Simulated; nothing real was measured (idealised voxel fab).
process module | voxel spacer lines
cross-section cut | 280 nm wide | cells 5 nm
A cross-section is a grid of square cells, given in bands from the top down. A band is one or more rows of cells.
Each band's line starts with the height of the band's top and of its bottom, in nm. Then come its materials from left to right, each with its width in nm. One material with "throughout" fills the band from edge to edge. "air" is empty space.
Height 0 is the level under which the wafer as received is all one material. The lowest band goes on downwards, as in "0 down".
A width such as "30 to 40" changes by the same amount from each row of cells to the next, from the band's top row to its bottom row.
"no change" after a step means that no cell of the cross-section changed.
closed voids: empty space of 8 cells or more with no open way to the top, each as width x height at its distance from the left edge, in nm
after a step's settings: what the simulator itself notes on the step
overlay nm, on a step with a mask: how far to the right of its planned place the mask lay; to the left if negative
plan
1 op RECEIVE | material Si
2 op CONFORMAL_DEP | material Al2O3 | thk nm 5
3 op DIRECTIONAL_DEP | material polySi | thk nm 10
4 op DIRECTIONAL_DEP | material aC | thk nm 20
5 op PATTERN | tone cover | mask id MANDREL | material resist | width nm 15 | pitch nm 60 | thk nm 30 | overlay nm 0
6 op DIRECTIONAL_ETCH | etch materials aC | depth nm 20
7 op STRIP | etch materials resist
8 op CONFORMAL_DEP | material SiO2 | thk nm 15
9 op DIRECTIONAL_ETCH | etch materials SiO2 | depth nm 15
10 op STRIP | etch materials aC
11 op DIRECTIONAL_ETCH | etch materials polySi | depth nm 10
12 op STRIP | etch materials SiO2
as received, after step 1
  0 down: Si throughout
  closed voids: none
a wafer at the end: this start, this plan, one mistake
  10 to 0: air 55 | polySi 15 | air 15 | polySi 15 | air 15 | polySi 15 | air 15 | polySi 15 | air 15 | polySi 15 | air 15 | polySi 15 | air 60
  0 down: Si throughout
  closed voids: none
what went wrong: step 2 was left out
